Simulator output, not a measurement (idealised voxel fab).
The name of this process module is voxel local oxidation.
Xsec cut, 240 nm wide, square cell size 5 nm.
Cross-sections here: square-cell grids, written as top-down lists of bands, a band being one or more rows of cells.
The band entry comprises the height of the band's top followed by the height of its bottom, expressed in nm, and subsequently the band's materials from left to right, each stated together with its width in nm. Where a single material is marked with the word "all across", that material fills the band from edge to edge. The word "blank" represents empty space.
Zero point of the height axis is 0; under it, received wafer = one material. Lowest band: continues down indefinitely, "0 -> down".
You'd read "30..40" like this: the band's top row of cells is as wide as the first number, its bottom row is as wide as the second, and going down, every row changes width by the same amount as the row before did.
Reading "no modifications" for a step: not a cell of the cross-section changed in it.
Closed-off voids of 8+ cells (no open route to the top) go in "Enclosed internal cavities", written width x height at distance from the left edge, in nm.
That trailing text on a step's line, after the settings, is the simulator's own remark on the step.
Each step line may optionally specify "overlay nm", which for a step with a mask gives the rightward distance between the mask's planned place and where it lay, a negative value indicating the leftward direction.
[The steps planned for the process are as follows]
1 op RECEIVE | material Si
2 op OXIDIZE | depth nm 5
3 op CONFORMAL_DEP | material SiN | thk nm 15
4 op MASKED_ETCH | tone cover | mask id ACTIVE | width nm 115 | etch materials SiN | depth nm 15 | overlay nm 0
5 op SELECTIVE_ETCH | etch materials SiO2 | depth nm 5
6 op OXIDIZE | depth nm 10
7 op STRIP | etch materials SiN
[First of two wafers: run as planned]
[Here's what the wafer looked like in cross-section when it arrived - that's after step 1]
* 0 -> down: Si all across
* Enclosed internal cavities: none
[Wafer after step 2 (cross-section)]
* 0 -> -5: SiO2 all across
* Whatever lies below -5 is exactly as it was before.
[Wafer after step 3 (cross-section)]
* 15 -> 0: SiN all across
* Whatever lies below 0 is exactly as it was before.
[Wafer after step 4 (cross-section)]
* 15 -> 0: blank 60, then SiN 115, then blank 65
* Whatever lies below 0 is exactly as it was before.
[Wafer after step 5 (cross-section)]
* 15 -> 0: blank 60, then SiN 115, then blank 65
* 0 -> -5: blank 65, then SiO2 105, then blank 70
* Whatever lies below -5 is exactly as it was before.
[Wafer after step 6 (cross-section)]
* 15 -> 0: blank 60, then SiN 115, then blank 65
* 0 -> -5: blank 65, then SiO2 105, then blank 70
* -5 -> -15: SiO2 75, then Si 85, then SiO2 80
* Whatever lies below -15 is exactly as it was before.
[Wafer after step 7 (cross-section)]
* 0 -> -5: blank 65, then SiO2 105, then blank 70
* Whatever lies below -5 is exactly as it was before.
[It is to be noted that the second wafer proceeded from the same initial state and according to the same plan as the first, although one mistake was committed in its execution; through step 3, inclusive, the two wafers share an identical history]
[Cross-section of the second wafer at the time step 4 of the plan should have ended]
* 15 -> 0: blank 60, then SiN 115, then blank 65
* Whatever lies below 0 is exactly as it was before.
[Cross-section of the second wafer at the time step 5 of the plan should have ended]
* 15 -> 0: blank 60, then SiN 115, then blank 65
* 0 -> -5: blank 65, then SiO2 105, then blank 70
* Whatever lies below -5 is exactly as it was before.
[Cross-section of the second wafer at the time step 6 of the plan should have ended]
* 15 -> 0: blank 60, then SiN 115, then blank 65
* 0 -> -5: blank 65, then SiO2 105, then blank 70
* -5 -> -15: SiO2 75, then Si 85, then SiO2 80
* Whatever lies below -15 is exactly as it was before.
[Cross-section of the second wafer at the time step 7 of the plan should have ended]
* 0 -> -5: blank 65, then SiO2 105, then blank 70
* Whatever lies below -5 is exactly as it was before.
What was done differently from what was planned? the plan had its step 4 run twice
It should be noted that the final cross-sections of the two wafers coincide, and the mistake therefore has no effect on the output of this model.
